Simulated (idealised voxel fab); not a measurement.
process module | voxel double patterning
cross-section cut | 300 nm wide | cells 5 nm
A cross-section is a grid of square cells, given in bands from the top down. A band is one or more rows of cells.
Each band's line starts with the height of the band's top and of its bottom, in nm. Then come its materials from left to right, each with its width in nm. One material with "throughout" fills the band from edge to edge. "air" is empty space.
Height 0 is the level under which the wafer as received is all one material. The lowest band goes on downwards, as in "0 down".
A width such as "30 to 40" changes by the same amount from each row of cells to the next, from the band's top row to its bottom row.
"no change" after a step means that no cell of the cross-section changed.
closed voids: empty space of 8 cells or more with no open way to the top, each as width x height at its distance from the left edge, in nm
after a step's settings: what the simulator itself notes on the step
overlay nm, on a step with a mask: how far to the right of its planned place the mask lay; to the left if negative
plan
1 op RECEIVE | material Si
2 op CONFORMAL_DEP | material SiN | thk nm 5
3 op DIRECTIONAL_DEP | material SiO2 | thk nm 20
4 op DIRECTIONAL_DEP | material SiCN | thk nm 10
5 op DIRECTIONAL_DEP | material aC | thk nm 10
6 op PATTERN | tone open | mask id FIRST | material resist | width nm 15 | pitch nm 50 | thk nm 25 | overlay nm 0
7 op DIRECTIONAL_ETCH | etch materials aC | depth nm 10
8 op STRIP | etch materials resist
9 op DIRECTIONAL_ETCH | etch materials SiCN | depth nm 10
10 op STRIP | etch materials aC
11 op DIRECTIONAL_DEP | material aC | thk nm 10
12 op PATTERN | tone open | mask id SECOND | material resist | width nm 15 | pitch nm 50 | thk nm 30 | overlay nm 0
13 op DIRECTIONAL_ETCH | etch materials aC | depth nm 10
14 op STRIP | etch materials resist
15 op DIRECTIONAL_ETCH | etch materials SiCN | depth nm 10
16 op STRIP | etch materials aC
17 op DIRECTIONAL_ETCH | etch materials SiO2 | depth nm 20
18 op STRIP | etch materials SiCN
as received, after step 1
  0 down: Si throughout
  closed voids: none
first wafer at the end, as planned
  25 to 5: SiO2 90 | air 15 | SiO2 10 | air 15 | SiO2 10 | air 15 | SiO2 10 | air 15 | SiO2 10 | air 15 | SiO2 95
  5 to 0: SiN throughout
  0 down: Si throughout
  closed voids: none
second wafer at the end: like start, like plan, one mistake
  25 to 20: SiN throughout
  20 to 0: SiO2 throughout
  0 down: Si throughout
  closed voids: none
what went wrong: steps 2 and 3 were swapped
at the end the second wafer has, in cells: 60 more of SiO2
